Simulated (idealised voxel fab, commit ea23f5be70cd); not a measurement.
A process module follows: voxel self aligned contacts.
Section cut is 160 nm wide and gridded with 5 nm square cells.
Cross-section, as written here: a square-cell grid given band by band from the top down, where a band holds one or more rows of cells.
Heights first: top, then bottom, in nm. Then materials, left to right, each with a width in nm. "edge to edge" on a single material: fills the band edge to edge. "empty": empty space.
Heights are reckoned from 0. Under this level, the received wafer is all of one material. The bottommost band is open-ended downward, for example "0..down".
The width entry "30..40" should be interpreted row by row: the top row of cells in the band takes the first number, the bottom row takes the second number, and the change between adjacent rows is uniform throughout.
Take "nothing was modified" at face value: in the step it is given for, the cross-section changed in none of its cells.
The entry "Enclosed void entries" lists the empty spaces that cover at least 8 cells and have no open path to the top. Each is written as width x height at distance, where the distance is measured from the left edge and all three values are in nm.
Note: text after step settings on the step line = simulator remark on that step.
A step's line can hold "overlay nm"; with a mask on that step, the setting says how far right of the planned place the mask lay, while a negative setting says it lay to the left.

## Process steps - plan
| 1 | RECEIVE | material Si |
| 2 | CONFORMAL_DEP | material SiO2 | thk nm 5 |
| 3 | DIRECTIONAL_DEP | material polySi | thk nm 20 |
| 4 | DIRECTIONAL_DEP | material SiN | thk nm 15 |
| 5 | DIRECTIONAL_DEP | material aC | thk nm 15 |
| 6 | PATTERN | tone cover | mask id GATE | material resist | width nm 30 | pitch nm 65 | thk nm 30 | overlay nm 0 |
| 7 | DIRECTIONAL_ETCH | etch materials aC | depth nm 15 |
| 8 | STRIP | etch materials resist |
| 9 | DIRECTIONAL_ETCH | etch materials SiN | depth nm 15 |
| 10 | DIRECTIONAL_ETCH | etch materials polySi | depth nm 20 |
| 11 | STRIP | etch materials aC |
| 12 | CONFORMAL_DEP | material SiN | thk nm 5 |
| 13 | DIRECTIONAL_ETCH | etch materials SiN | depth nm 5 |
| 14 | FILL_DEP | material SiO2 | thk nm 15 |
| 15 | CMP | height nm 45 |
| 16 | DIRECTIONAL_DEP | material aC | thk nm 15 |
| 17 | PATTERN | tone open | mask id CONTACT | material resist | width nm 45 | thk nm 30 | overlay nm 0 |
| 18 | DIRECTIONAL_ETCH | etch materials aC | depth nm 15 |
| 19 | STRIP | etch materials resist |
| 20 | DIRECTIONAL_ETCH | etch materials SiO2 | depth nm 45 |
| 21 | STRIP | etch materials aC |
| 22 | CONFORMAL_DEP | material TiN | thk nm 5 |
| 23 | FILL_DEP | material W | thk nm 10 |
| 24 | CMP | height nm 45 |
| 25 | CONFORMAL_DEP | material SiCN | thk nm 5 |

## Cross-section of the wafer as it came to us, i.e., already through step 1
- 0..down = Si edge to edge
- Enclosed void entries: none

## First wafer of two, sectioned at end of module; run went per plan
- 50..45 = SiCN edge to edge
- 45..40 = SiO2: 55, TiN: 15, W: 15, TiN: 15, SiO2: 60
- 40..25 = SiO2: 25, SiN: 40, TiN: 5, W: 15, TiN: 5, SiN: 40, SiO2: 30
- 25..5 = SiO2: 25, SiN: 5, polySi: 30, SiN: 5, TiN: 5, W: 15, TiN: 5, SiN: 5, polySi: 30, SiN: 5, SiO2: 30
- 5..0 = SiO2: 65, TiN: 25, SiO2: 70
- 0..down = Si edge to edge
- Enclosed void entries: none

## Same start, same plan as the first wafer - but one mistake in the run. Cross-section of the second of the two at the end of the module
- 50..45 = SiCN edge to edge
- 45..40 = SiO2: 55, TiN: 45, SiO2: 60
- 40..25 = SiN: 35, SiO2: 20, SiN: 45, SiO2: 20, SiN: 40
- 25..5 = polySi: 30, SiN: 5, SiO2: 20, SiN: 5, polySi: 35, SiN: 5, SiO2: 20, SiN: 5, polySi: 35
- 5..0 = SiO2 edge to edge
- 0..down = Si edge to edge
- Enclosed void entries: none
what went wrong: step 6 was run on a setting that differed from the plan, and what really ran there is PATTERN | tone open | mask id GATE | material resist | width nm 30 | pitch nm 65 | thk nm 30 | overlay nm 0
End of process, cell counts, second wafer against first, materials with more or fewer: SiN +24, SiO2 -16, TiN -16, W -24, polySi +32
